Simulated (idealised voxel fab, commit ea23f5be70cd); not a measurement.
process module | voxel transistor to metal
cross-section cut | 260 nm wide | cells 5 nm
A cross-section is a grid of square cells, given in bands from the top down. A band is one or more rows of cells.
Each band's line starts with the height of the band's top and of its bottom, in nm. Then come its materials from left to right, each with its width in nm. One material with "throughout" fills the band from edge to edge. "air" is empty space.
Height 0 is the level under which the wafer as received is all one material. The lowest band goes on downwards, as in "0 down".
A width such as "30 to 40" changes by the same amount from each row of cells to the next, from the band's top row to its bottom row.
"no change" after a step means that no cell of the cross-section changed.
closed voids: empty space of 8 cells or more with no open way to the top, each as width x height at its distance from the left edge, in nm
after a step's settings: what the simulator itself notes on the step
overlay nm, on a step with a mask: how far to the right of its planned place the mask lay; to the left if negative
plan
1 op RECEIVE | material Si
2 op OXIDIZE | depth nm 5
3 op CONFORMAL_DEP | material SiN | thk nm 10
4 op PATTERN | tone cover | mask id ACTIVE | material resist | width nm 105 | pitch nm 125 | thk nm 15 | overlay nm 0
5 op DIRECTIONAL_ETCH | etch materials SiN | depth nm 10
6 op DIRECTIONAL_ETCH | etch materials SiO2 | depth nm 5
7 op DIRECTIONAL_ETCH | etch materials Si | depth nm 30
8 op STRIP | etch materials resist
9 op OXIDIZE | depth nm 5
10 op FILL_DEP | material SiO2 | thk nm 15
11 op CMP | height nm 10
12 op SELECTIVE_ETCH | etch materials SiO2 | depth nm 5
13 op STRIP | etch materials SiN
14 op SELECTIVE_ETCH | etch materials SiO2 | depth nm 5
15 op OXIDIZE | depth nm 5
16 op DIRECTIONAL_DEP | material polySi | thk nm 30
17 op DIRECTIONAL_DEP | material SiCN | thk nm 10
18 op MASKED_ETCH | tone cover | mask id GATE | width nm 15 | pitch nm 125 | etch materials SiCN | depth nm 20 | overlay nm 0
19 op MASKED_ETCH | tone cover | mask id GATE | width nm 15 | pitch nm 125 | etch materials polySi | depth nm 40 | overlay nm 0
20 op CONFORMAL_DEP | material SiO2 | thk nm 5
21 op DIRECTIONAL_ETCH | etch materials SiO2 | depth nm 5
22 op CONFORMAL_DEP | material SiN | thk nm 10
23 op DIRECTIONAL_ETCH | etch materials SiN | depth nm 10
24 op DIRECTIONAL_ETCH | etch materials SiO2 | depth nm 5
25 op EPI | material SiGe | thk nm 5
26 op FILL_DEP | material SiO2 | thk nm 10
27 op CMP | height nm 35
28 op DIRECTIONAL_DEP | material SiO2 | thk nm 15
29 op PATTERN | tone open | mask id CONTACT | material resist | width nm 20 | thk nm 15 | overlay nm 0
30 op DIRECTIONAL_ETCH | etch materials SiO2 | depth nm 55
31 op STRIP | etch materials resist
32 op CONFORMAL_DEP | material TiN | thk nm 5
33 op FILL_DEP | material Ru | thk nm 5
34 op CMP | height nm 50
35 op CONFORMAL_DEP | material SiCN | thk nm 5
36 op DIRECTIONAL_DEP | material lowk | thk nm 15
37 op MASKED_ETCH | tone open | mask id METAL_1 | width nm 20 | etch materials lowk | depth nm 15 | overlay nm 0
38 op MASKED_ETCH | tone open | mask id METAL_1 | width nm 20 | etch materials SiCN | depth nm 5 | overlay nm 0
39 op CONFORMAL_DEP | material TiN | thk nm 5
40 op FILL_DEP | material W | thk nm 10
41 op CMP | height nm 70
42 op CONFORMAL_DEP | material SiCN | thk nm 5
43 op DIRECTIONAL_DEP | material SiO2 | thk nm 35
44 op DIRECTIONAL_DEP | material aC | thk nm 10
45 op PATTERN | tone open | mask id METAL_2_HOLES | material resist | width nm 15 | pitch nm 125 | thk nm 30 | overlay nm 0
46 op DIRECTIONAL_ETCH | etch materials aC | depth nm 10
47 op STRIP | etch materials resist
48 op DIRECTIONAL_ETCH | etch materials SiO2 | depth nm 35
49 op STRIP | etch materials aC
50 op PATTERN | tone open | mask id METAL_2 | material resist | width nm 20 | pitch nm 125 | thk nm 20 | overlay nm 0
51 op DIRECTIONAL_ETCH | etch materials SiO2 | depth nm 20
52 op DIRECTIONAL_ETCH | etch materials SiCN | depth nm 5
53 op STRIP | etch materials resist
54 op CONFORMAL_DEP | material TiN | thk nm 5
55 op FILL_DEP | material Cu | thk nm 5
56 op CMP | height nm 110
57 op CONFORMAL_DEP | material SiN | thk nm 5
first wafer, as planned
as received, after step 1
  0 down: Si throughout
  closed voids: none
after step 2
  0 to -5: SiO2 throughout
  below -5: unchanged
after step 3
  10 to 0: SiN throughout
  below 0: unchanged
after step 4
  25 to 10: air 15 | resist 105 | air 20 | resist 105 | air 15
  below 10: unchanged
after step 5
  25 to 10: air 15 | resist 105 | air 20 | resist 105 | air 15
  10 to 0: air 15 | SiN 105 | air 20 | SiN 105 | air 15
  below 0: unchanged
after step 6
  25 to 10: air 15 | resist 105 | air 20 | resist 105 | air 15
  10 to 0: air 15 | SiN 105 | air 20 | SiN 105 | air 15
  0 to -5: air 15 | SiO2 105 | air 20 | SiO2 105 | air 15
  below -5: unchanged
after step 7
  25 to 10: air 15 | resist 105 | air 20 | resist 105 | air 15
  10 to 0: air 15 | SiN 105 | air 20 | SiN 105 | air 15
  0 to -5: air 15 | SiO2 105 | air 20 | SiO2 105 | air 15
  -5 to -35: air 15 | Si 105 | air 20 | Si 105 | air 15
  below -35: unchanged
after step 8
  10 to 0: air 15 | SiN 105 | air 20 | SiN 105 | air 15
  below 0: unchanged
after step 9
  10 to 0: air 15 | SiN 105 | air 20 | SiN 105 | air 15
  0 to -5: air 15 | SiO2 105 | air 20 | SiO2 105 | air 15
  -5 to -35: air 15 | SiO2 5 | Si 95 | SiO2 5 | air 20 | SiO2 5 | Si 95 | SiO2 5 | air 15
  -35 to -40: SiO2 20 | Si 95 | SiO2 30 | Si 95 | SiO2 20
  below -40: unchanged
after step 10
  25 to 10: SiO2 throughout
  10 to 0: SiO2 15 | SiN 105 | SiO2 20 | SiN 105 | SiO2 15
  0 to -5: SiO2 throughout
  -5 to -40: SiO2 20 | Si 95 | SiO2 30 | Si 95 | SiO2 20
  below -40: unchanged
after step 11
  10 to 0: SiO2 15 | SiN 105 | SiO2 20 | SiN 105 | SiO2 15
  below 0: unchanged
after step 12
  10 to 5: air 15 | SiN 105 | air 20 | SiN 105 | air 15
  below 5: unchanged
after step 13
  5 to 0: SiO2 15 | air 105 | SiO2 20 | air 105 | SiO2 15
  below 0: unchanged
after step 14
  0 to -5: SiO2 10 | air 115 | SiO2 10 | air 115 | SiO2 10
  below -5: unchanged
after step 15
  0 to -5: SiO2 10 | air 115 | SiO2 10 | air 115 | SiO2 10
  -5 to -10: SiO2 throughout
  below -10: unchanged
after step 16
  30 to 25: polySi 10 | air 115 | polySi 10 | air 115 | polySi 10
  25 to 0: polySi throughout
  0 to -5: SiO2 10 | polySi 115 | SiO2 10 | polySi 115 | SiO2 10
  below -5: unchanged
after step 17
  40 to 35: SiCN 10 | air 115 | SiCN 10 | air 115 | SiCN 10
  35 to 30: SiCN throughout
  30 to 25: polySi 10 | SiCN 115 | polySi 10 | SiCN 115 | polySi 10
  below 25: unchanged
after step 18
  35 to 30: air 60 | SiCN 15 | air 110 | SiCN 15 | air 60
  30 to 25: polySi 10 | air 50 | SiCN 15 | air 50 | polySi 10 | air 50 | SiCN 15 | air 50 | polySi 10
  below 25: unchanged
after step 19
  35 to 25: air 60 | SiCN 15 | air 110 | SiCN 15 | air 60
  25 to 0: air 60 | polySi 15 | air 110 | polySi 15 | air 60
  0 to -5: SiO2 10 | air 50 | polySi 15 | air 50 | SiO2 10 | air 50 | polySi 15 | air 50 | SiO2 10
  below -5: unchanged
after step 20
  40 to 35: air 55 | SiO2 25 | air 100 | SiO2 25 | air 55
  35 to 25: air 55 | SiO2 5 | SiCN 15 | SiO2 5 | air 100 | SiO2 5 | SiCN 15 | SiO2 5 | air 55
  25 to 5: air 55 | SiO2 5 | polySi 15 | SiO2 5 | air 100 | SiO2 5 | polySi 15 | SiO2 5 | air 55
  5 to 0: SiO2 15 | air 40 | SiO2 5 | polySi 15 | SiO2 5 | air 40 | SiO2 20 | air 40 | SiO2 5 | polySi 15 | SiO2 5 | air 40 | SiO2 15
  0 to -5: SiO2 60 | polySi 15 | SiO2 110 | polySi 15 | SiO2 60
  below -5: unchanged
after step 21
  35 to 25: air 55 | SiO2 5 | SiCN 15 | SiO2 5 | air 100 | SiO2 5 | SiCN 15 | SiO2 5 | air 55
  25 to 0: air 55 | SiO2 5 | polySi 15 | SiO2 5 | air 100 | SiO2 5 | polySi 15 | SiO2 5 | air 55
  0 to -5: SiO2 15 | air 40 | SiO2 5 | polySi 15 | SiO2 5 | air 40 | SiO2 20 | air 40 | SiO2 5 | polySi 15 | SiO2 5 | air 40 | SiO2 15
  below -5: unchanged
after step 22
  45 to 35: air 45 | SiN 45 | air 80 | SiN 45 | air 45
  35 to 25: air 45 | SiN 10 | SiO2 5 | SiCN 15 | SiO2 5 | SiN 10 | air 80 | SiN 10 | SiO2 5 | SiCN 15 | SiO2 5 | SiN 10 | air 45
  25 to 10: air 45 | SiN 10 | SiO2 5 | polySi 15 | SiO2 5 | SiN 10 | air 80 | SiN 10 | SiO2 5 | polySi 15 | SiO2 5 | SiN 10 | air 45
  10 to 5: SiN 25 | air 20 | SiN 10 | SiO2 5 | polySi 15 | SiO2 5 | SiN 10 | air 20 | SiN 40 | air 20 | SiN 10 | SiO2 5 | polySi 15 | SiO2 5 | SiN 10 | air 20 | SiN 25
  5 to 0: SiN 55 | SiO2 5 | polySi 15 | SiO2 5 | SiN 100 | SiO2 5 | polySi 15 | SiO2 5 | SiN 55
  0 to -5: SiO2 15 | SiN 40 | SiO2 5 | polySi 15 | SiO2 5 | SiN 40 | SiO2 20 | SiN 40 | SiO2 5 | polySi 15 | SiO2 5 | SiN 40 | SiO2 15
  below -5: unchanged
after step 23
  35 to 25: air 45 | SiN 10 | SiO2 5 | SiCN 15 | SiO2 5 | SiN 10 | air 80 | SiN 10 | SiO2 5 | SiCN 15 | SiO2 5 | SiN 10 | air 45
  25 to 0: air 45 | SiN 10 | SiO2 5 | polySi 15 | SiO2 5 | SiN 10 | air 80 | SiN 10 | SiO2 5 | polySi 15 | SiO2 5 | SiN 10 | air 45
  0 to -5: SiO2 15 | SiN 10 | air 20 | SiN 10 | SiO2 5 | polySi 15 | SiO2 5 | SiN 10 | air 20 | SiN 10 | SiO2 20 | SiN 10 | air 20 | SiN 10 | SiO2 5 | polySi 15 | SiO2 5 | SiN 10 | air 20 | SiN 10 | SiO2 15
  below -5: unchanged
after step 24
  35 to 30: air 45 | SiN 10 | air 5 | SiCN 15 | air 5 | SiN 10 | air 80 | SiN 10 | air 5 | SiCN 15 | air 5 | SiN 10 | air 45
  30 to 25: air 45 | SiN 10 | SiO2 5 | SiCN 15 | SiO2 5 | SiN 10 | air 80 | SiN 10 | SiO2 5 | SiCN 15 | SiO2 5 | SiN 10 | air 45
  25 to 0: air 45 | SiN 10 | SiO2 5 | polySi 15 | SiO2 5 | SiN 10 | air 80 | SiN 10 | SiO2 5 | polySi 15 | SiO2 5 | SiN 10 | air 45
  0 to -5: air 15 | SiN 10 | air 20 | SiN 10 | SiO2 5 | polySi 15 | SiO2 5 | SiN 10 | air 20 | SiN 10 | air 20 | SiN 10 | air 20 | SiN 10 | SiO2 5 | polySi 15 | SiO2 5 | SiN 10 | air 20 | SiN 10 | air 15
  -5 to -10: SiO2 25 | air 20 | SiO2 45 | air 20 | SiO2 40 | air 20 | SiO2 45 | air 20 | SiO2 25
  below -10: unchanged
after step 25
  35 to 30: air 45 | SiN 10 | air 5 | SiCN 15 | air 5 | SiN 10 | air 80 | SiN 10 | air 5 | SiCN 15 | air 5 | SiN 10 | air 45
  30 to 25: air 45 | SiN 10 | SiO2 5 | SiCN 15 | SiO2 5 | SiN 10 | air 80 | SiN 10 | SiO2 5 | SiCN 15 | SiO2 5 | SiN 10 | air 45
  25 to 0: air 45 | SiN 10 | SiO2 5 | polySi 15 | SiO2 5 | SiN 10 | air 80 | SiN 10 | SiO2 5 | polySi 15 | SiO2 5 | SiN 10 | air 45
  0 to -5: air 15 | SiN 10 | air 20 | SiN 10 | SiO2 5 | polySi 15 | SiO2 5 | SiN 10 | air 20 | SiN 10 | air 20 | SiN 10 | air 20 | SiN 10 | SiO2 5 | polySi 15 | SiO2 5 | SiN 10 | air 20 | SiN 10 | air 15
  -5 to -10: SiO2 25 | SiGe 20 | SiO2 45 | SiGe 20 | SiO2 40 | SiGe 20 | SiO2 45 | SiGe 20 | SiO2 25
  below -10: unchanged
after step 26
  45 to 35: SiO2 throughout
  35 to 25: SiO2 45 | SiN 10 | SiO2 5 | SiCN 15 | SiO2 5 | SiN 10 | SiO2 80 | SiN 10 | SiO2 5 | SiCN 15 | SiO2 5 | SiN 10 | SiO2 45
  25 to 0: SiO2 45 | SiN 10 | SiO2 5 | polySi 15 | SiO2 5 | SiN 10 | SiO2 80 | SiN 10 | SiO2 5 | polySi 15 | SiO2 5 | SiN 10 | SiO2 45
  0 to -5: SiO2 15 | SiN 10 | SiO2 20 | SiN 10 | SiO2 5 | polySi 15 | SiO2 5 | SiN 10 | SiO2 20 | SiN 10 | SiO2 20 | SiN 10 | SiO2 20 | SiN 10 | SiO2 5 | polySi 15 | SiO2 5 | SiN 10 | SiO2 20 | SiN 10 | SiO2 15
  below -5: unchanged
after step 27
  35 to 25: SiO2 45 | SiN 10 | SiO2 5 | SiCN 15 | SiO2 5 | SiN 10 | SiO2 80 | SiN 10 | SiO2 5 | SiCN 15 | SiO2 5 | SiN 10 | SiO2 45
  below 25: unchanged
after step 28
  50 to 35: SiO2 throughout
  below 35: unchanged
after step 29
  65 to 50: resist 25 | air 20 | resist 45 | air 20 | resist 40 | air 20 | resist 45 | air 20 | resist 25
  below 50: unchanged
after step 30
  65 to 50: resist 25 | air 20 | resist 45 | air 20 | resist 40 | air 20 | resist 45 | air 20 | resist 25
  50 to 35: SiO2 25 | air 20 | SiO2 45 | air 20 | SiO2 40 | air 20 | SiO2 45 | air 20 | SiO2 25
  35 to 25: SiO2 25 | air 20 | SiN 10 | SiO2 5 | SiCN 15 | SiO2 5 | SiN 10 | air 20 | SiO2 40 | air 20 | SiN 10 | SiO2 5 | SiCN 15 | SiO2 5 | SiN 10 | air 20 | SiO2 25
  25 to 0: SiO2 25 | air 20 | SiN 10 | SiO2 5 | polySi 15 | SiO2 5 | SiN 10 | air 20 | SiO2 40 | air 20 | SiN 10 | SiO2 5 | polySi 15 | SiO2 5 | SiN 10 | air 20 | SiO2 25
  0 to -5: SiO2 15 | SiN 10 | air 20 | SiN 10 | SiO2 5 | polySi 15 | SiO2 5 | SiN 10 | air 20 | SiN 10 | SiO2 20 | SiN 10 | air 20 | SiN 10 | SiO2 5 | polySi 15 | SiO2 5 | SiN 10 | air 20 | SiN 10 | SiO2 15
  below -5: unchanged
after step 31
  50 to 35: SiO2 25 | air 20 | SiO2 45 | air 20 | SiO2 40 | air 20 | SiO2 45 | air 20 | SiO2 25
  below 35: unchanged
after step 32
  55 to 50: TiN 30 | air 10 | TiN 55 | air 10 | TiN 50 | air 10 | TiN 55 | air 10 | TiN 30
  50 to 35: SiO2 25 | TiN 5 | air 10 | TiN 5 | SiO2 45 | TiN 5 | air 10 | TiN 5 | SiO2 40 | TiN 5 | air 10 | TiN 5 | SiO2 45 | TiN 5 | air 10 | TiN 5 | SiO2 25
  35 to 25: SiO2 25 | TiN 5 | air 10 | TiN 5 | SiN 10 | SiO2 5 | SiCN 15 | SiO2 5 | SiN 10 | TiN 5 | air 10 | TiN 5 | SiO2 40 | TiN 5 | air 10 | TiN 5 | SiN 10 | SiO2 5 | SiCN 15 | SiO2 5 | SiN 10 | TiN 5 | air 10 | TiN 5 | SiO2 25
  25 to 0: SiO2 25 | TiN 5 | air 10 | TiN 5 | SiN 10 | SiO2 5 | polySi 15 | SiO2 5 | SiN 10 | TiN 5 | air 10 | TiN 5 | SiO2 40 | TiN 5 | air 10 | TiN 5 | SiN 10 | SiO2 5 | polySi 15 | SiO2 5 | SiN 10 | TiN 5 | air 10 | TiN 5 | SiO2 25
  0 to -5: SiO2 15 | SiN 10 | TiN 20 | SiN 10 | SiO2 5 | polySi 15 | SiO2 5 | SiN 10 | TiN 20 | SiN 10 | SiO2 20 | SiN 10 | TiN 20 | SiN 10 | SiO2 5 | polySi 15 | SiO2 5 | SiN 10 | TiN 20 | SiN 10 | SiO2 15
  below -5: unchanged
after step 33
  60 to 55: Ru throughout
  55 to 50: TiN 30 | Ru 10 | TiN 55 | Ru 10 | TiN 50 | Ru 10 | TiN 55 | Ru 10 | TiN 30
  50 to 35: SiO2 25 | TiN 5 | Ru 10 | TiN 5 | SiO2 45 | TiN 5 | Ru 10 | TiN 5 | SiO2 40 | TiN 5 | Ru 10 | TiN 5 | SiO2 45 | TiN 5 | Ru 10 | TiN 5 | SiO2 25
  35 to 25: SiO2 25 | TiN 5 | Ru 10 | TiN 5 | SiN 10 | SiO2 5 | SiCN 15 | SiO2 5 | SiN 10 | TiN 5 | Ru 10 | TiN 5 | SiO2 40 | TiN 5 | Ru 10 | TiN 5 | SiN 10 | SiO2 5 | SiCN 15 | SiO2 5 | SiN 10 | TiN 5 | Ru 10 | TiN 5 | SiO2 25
  25 to 0: SiO2 25 | TiN 5 | Ru 10 | TiN 5 | SiN 10 | SiO2 5 | polySi 15 | SiO2 5 | SiN 10 | TiN 5 | Ru 10 | TiN 5 | SiO2 40 | TiN 5 | Ru 10 | TiN 5 | SiN 10 | SiO2 5 | polySi 15 | SiO2 5 | SiN 10 | TiN 5 | Ru 10 | TiN 5 | SiO2 25
  below 0: unchanged
after step 34
  50 to 35: SiO2 25 | TiN 5 | Ru 10 | TiN 5 | SiO2 45 | TiN 5 | Ru 10 | TiN 5 | SiO2 40 | TiN 5 | Ru 10 | TiN 5 | SiO2 45 | TiN 5 | Ru 10 | TiN 5 | SiO2 25
  below 35: unchanged
after step 35
  55 to 50: SiCN throughout
  below 50: unchanged
after step 36
  70 to 55: lowk throughout
  below 55: unchanged
after step 37
  70 to 55: lowk 25 | air 20 | lowk 45 | air 20 | lowk 40 | air 20 | lowk 45 | air 20 | lowk 25
  below 55: unchanged
after step 38
  70 to 55: lowk 25 | air 20 | lowk 45 | air 20 | lowk 40 | air 20 | lowk 45 | air 20 | lowk 25
  55 to 50: SiCN 25 | air 20 | SiCN 45 | air 20 | SiCN 40 | air 20 | SiCN 45 | air 20 | SiCN 25
  below 50: unchanged
after step 39
  75 to 70: TiN 30 | air 10 | TiN 55 | air 10 | TiN 50 | air 10 | TiN 55 | air 10 | TiN 30
  70 to 55: lowk 25 | TiN 5 | air 10 | TiN 5 | lowk 45 | TiN 5 | air 10 | TiN 5 | lowk 40 | TiN 5 | air 10 | TiN 5 | lowk 45 | TiN 5 | air 10 | TiN 5 | lowk 25
  55 to 50: SiCN 25 | TiN 20 | SiCN 45 | TiN 20 | SiCN 40 | TiN 20 | SiCN 45 | TiN 20 | SiCN 25
  below 50: unchanged
after step 40
  85 to 75: W throughout
  75 to 70: TiN 30 | W 10 | TiN 55 | W 10 | TiN 50 | W 10 | TiN 55 | W 10 | TiN 30
  70 to 55: lowk 25 | TiN 5 | W 10 | TiN 5 | lowk 45 | TiN 5 | W 10 | TiN 5 | lowk 40 | TiN 5 | W 10 | TiN 5 | lowk 45 | TiN 5 | W 10 | TiN 5 | lowk 25
  below 55: unchanged
after step 41
  70 to 55: lowk 25 | TiN 5 | W 10 | TiN 5 | lowk 45 | TiN 5 | W 10 | TiN 5 | lowk 40 | TiN 5 | W 10 | TiN 5 | lowk 45 | TiN 5 | W 10 | TiN 5 | lowk 25
  below 55: unchanged
after step 42
  75 to 70: SiCN throughout
  below 70: unchanged
after step 43
  110 to 75: SiO2 throughout
  below 75: unchanged
after step 44
  120 to 110: aC throughout
  below 110: unchanged
after step 45
  150 to 120: resist 25 | air 15 | resist 110 | air 15 | resist 95
  below 120: unchanged
after step 46
  140 to 120: resist 25 | air 15 | resist 110 | air 15 | resist 95
  120 to 110: aC 25 | air 15 | aC 110 | air 15 | aC 95
  below 110: unchanged
after step 47
  120 to 110: aC 25 | air 15 | aC 110 | air 15 | aC 95
  below 110: unchanged
after step 48
  120 to 110: aC 25 | air 15 | aC 110 | air 15 | aC 95
  110 to 75: SiO2 25 | air 15 | SiO2 110 | air 15 | SiO2 95
  below 75: unchanged
after step 49
  110 to 75: SiO2 25 | air 15 | SiO2 110 | air 15 | SiO2 95
  below 75: unchanged
after step 50
  130 to 110: resist 25 | air 20 | resist 105 | air 20 | resist 90
  below 110: unchanged
after step 51
  130 to 110: resist 25 | air 20 | resist 105 | air 20 | resist 90
  110 to 90: SiO2 25 | air 20 | SiO2 105 | air 20 | SiO2 90
  below 90: unchanged
after step 52
  130 to 110: resist 25 | air 20 | resist 105 | air 20 | resist 90
  110 to 90: SiO2 25 | air 20 | SiO2 105 | air 20 | SiO2 90
  90 to 75: SiO2 25 | air 15 | SiO2 110 | air 15 | SiO2 95
  75 to 70: SiCN 25 | air 15 | SiCN 110 | air 15 | SiCN 95
  below 70: unchanged
after step 53
  110 to 90: SiO2 25 | air 20 | SiO2 105 | air 20 | SiO2 90
  below 90: unchanged
after step 54
  115 to 110: TiN 30 | air 10 | TiN 115 | air 10 | TiN 95
  110 to 95: SiO2 25 | TiN 5 | air 10 | TiN 5 | SiO2 105 | TiN 5 | air 10 | TiN 5 | SiO2 90
  95 to 90: SiO2 25 | TiN 5 | air 5 | TiN 10 | SiO2 105 | TiN 5 | air 5 | TiN 10 | SiO2 90
  90 to 75: SiO2 25 | TiN 5 | air 5 | TiN 5 | SiO2 110 | TiN 5 | air 5 | TiN 5 | SiO2 95
  75 to 70: SiCN 25 | TiN 15 | SiCN 110 | TiN 15 | SiCN 95
  below 70: unchanged
after step 55
  120 to 115: Cu throughout
  115 to 110: TiN 30 | Cu 10 | TiN 115 | Cu 10 | TiN 95
  110 to 95: SiO2 25 | TiN 5 | Cu 10 | TiN 5 | SiO2 105 | TiN 5 | Cu 10 | TiN 5 | SiO2 90
  95 to 90: SiO2 25 | TiN 5 | Cu 5 | TiN 10 | SiO2 105 | TiN 5 | Cu 5 | TiN 10 | SiO2 90
  90 to 75: SiO2 25 | TiN 5 | Cu 5 | TiN 5 | SiO2 110 | TiN 5 | Cu 5 | TiN 5 | SiO2 95
  below 75: unchanged
after step 56
  110 to 95: SiO2 25 | TiN 5 | Cu 10 | TiN 5 | SiO2 105 | TiN 5 | Cu 10 | TiN 5 | SiO2 90
  below 95: unchanged
after step 57
  115 to 110: SiN throughout
  below 110: unchanged
second wafer: like start, like plan, one mistake. Through step 33 it matches the first wafer
when step 34 should have ended
  55 to 50: TiN 30 | Ru 10 | TiN 55 | Ru 10 | TiN 50 | Ru 10 | TiN 55 | Ru 10 | TiN 30
  below 50: unchanged
when step 35 should have ended
  60 to 55: SiCN throughout
  below 55: unchanged
when step 36 should have ended
  75 to 60: lowk throughout
  below 60: unchanged
when step 37 should have ended
  75 to 60: lowk 25 | air 20 | lowk 45 | air 20 | lowk 40 | air 20 | lowk 45 | air 20 | lowk 25
  below 60: unchanged
when step 38 should have ended
  75 to 60: lowk 25 | air 20 | lowk 45 | air 20 | lowk 40 | air 20 | lowk 45 | air 20 | lowk 25
  60 to 55: SiCN 25 | air 20 | SiCN 45 | air 20 | SiCN 40 | air 20 | SiCN 45 | air 20 | SiCN 25
  below 55: unchanged
when step 39 should have ended
  80 to 75: TiN 30 | air 10 | TiN 55 | air 10 | TiN 50 | air 10 | TiN 55 | air 10 | TiN 30
  75 to 60: lowk 25 | TiN 5 | air 10 | TiN 5 | lowk 45 | TiN 5 | air 10 | TiN 5 | lowk 40 | TiN 5 | air 10 | TiN 5 | lowk 45 | TiN 5 | air 10 | TiN 5 | lowk 25
  60 to 55: SiCN 25 | TiN 20 | SiCN 45 | TiN 20 | SiCN 40 | TiN 20 | SiCN 45 | TiN 20 | SiCN 25
  below 55: unchanged
when step 40 should have ended
  90 to 80: W throughout
  80 to 75: TiN 30 | W 10 | TiN 55 | W 10 | TiN 50 | W 10 | TiN 55 | W 10 | TiN 30
  75 to 60: lowk 25 | TiN 5 | W 10 | TiN 5 | lowk 45 | TiN 5 | W 10 | TiN 5 | lowk 40 | TiN 5 | W 10 | TiN 5 | lowk 45 | TiN 5 | W 10 | TiN 5 | lowk 25
  below 60: unchanged
when step 41 should have ended
  70 to 60: lowk 25 | TiN 5 | W 10 | TiN 5 | lowk 45 | TiN 5 | W 10 | TiN 5 | lowk 40 | TiN 5 | W 10 | TiN 5 | lowk 45 | TiN 5 | W 10 | TiN 5 | lowk 25
  below 60: unchanged
when step 42 should have ended
  75 to 70: SiCN throughout
  below 70: unchanged
when step 43 should have ended
  110 to 75: SiO2 throughout
  below 75: unchanged
when step 44 should have ended
  120 to 110: aC throughout
  below 110: unchanged
when step 45 should have ended
  150 to 120: resist 25 | air 15 | resist 110 | air 15 | resist 95
  below 120: unchanged
when step 46 should have ended
  140 to 120: resist 25 | air 15 | resist 110 | air 15 | resist 95
  120 to 110: aC 25 | air 15 | aC 110 | air 15 | aC 95
  below 110: unchanged
when step 47 should have ended
  120 to 110: aC 25 | air 15 | aC 110 | air 15 | aC 95
  below 110: unchanged
when step 48 should have ended
  120 to 110: aC 25 | air 15 | aC 110 | air 15 | aC 95
  110 to 75: SiO2 25 | air 15 | SiO2 110 | air 15 | SiO2 95
  below 75: unchanged
when step 49 should have ended
  110 to 75: SiO2 25 | air 15 | SiO2 110 | air 15 | SiO2 95
  below 75: unchanged
when step 50 should have ended
  130 to 110: resist 25 | air 20 | resist 105 | air 20 | resist 90
  below 110: unchanged
when step 51 should have ended
  130 to 110: resist 25 | air 20 | resist 105 | air 20 | resist 90
  110 to 90: SiO2 25 | air 20 | SiO2 105 | air 20 | SiO2 90
  below 90: unchanged
when step 52 should have ended
  130 to 110: resist 25 | air 20 | resist 105 | air 20 | resist 90
  110 to 90: SiO2 25 | air 20 | SiO2 105 | air 20 | SiO2 90
  90 to 75: SiO2 25 | air 15 | SiO2 110 | air 15 | SiO2 95
  75 to 70: SiCN 25 | air 15 | SiCN 110 | air 15 | SiCN 95
  below 70: unchanged
when step 53 should have ended
  110 to 90: SiO2 25 | air 20 | SiO2 105 | air 20 | SiO2 90
  below 90: unchanged
when step 54 should have ended
  115 to 110: TiN 30 | air 10 | TiN 115 | air 10 | TiN 95
  110 to 95: SiO2 25 | TiN 5 | air 10 | TiN 5 | SiO2 105 | TiN 5 | air 10 | TiN 5 | SiO2 90
  95 to 90: SiO2 25 | TiN 5 | air 5 | TiN 10 | SiO2 105 | TiN 5 | air 5 | TiN 10 | SiO2 90
  90 to 75: SiO2 25 | TiN 5 | air 5 | TiN 5 | SiO2 110 | TiN 5 | air 5 | TiN 5 | SiO2 95
  75 to 70: SiCN 25 | TiN 15 | SiCN 110 | TiN 15 | SiCN 95
  below 70: unchanged
when step 55 should have ended
  120 to 115: Cu throughout
  115 to 110: TiN 30 | Cu 10 | TiN 115 | Cu 10 | TiN 95
  110 to 95: SiO2 25 | TiN 5 | Cu 10 | TiN 5 | SiO2 105 | TiN 5 | Cu 10 | TiN 5 | SiO2 90
  95 to 90: SiO2 25 | TiN 5 | Cu 5 | TiN 10 | SiO2 105 | TiN 5 | Cu 5 | TiN 10 | SiO2 90
  90 to 75: SiO2 25 | TiN 5 | Cu 5 | TiN 5 | SiO2 110 | TiN 5 | Cu 5 | TiN 5 | SiO2 95
  below 75: unchanged
when step 56 should have ended
  110 to 95: SiO2 25 | TiN 5 | Cu 10 | TiN 5 | SiO2 105 | TiN 5 | Cu 10 | TiN 5 | SiO2 90
  below 95: unchanged
when step 57 should have ended
  115 to 110: SiN throughout
  below 110: unchanged
what went wrong: step 34 ran as: op CMP | height nm 55
at the end the second wafer has, in cells: 8 more of Ru | 36 more of TiN | 8 fewer of W | 36 fewer of lowk
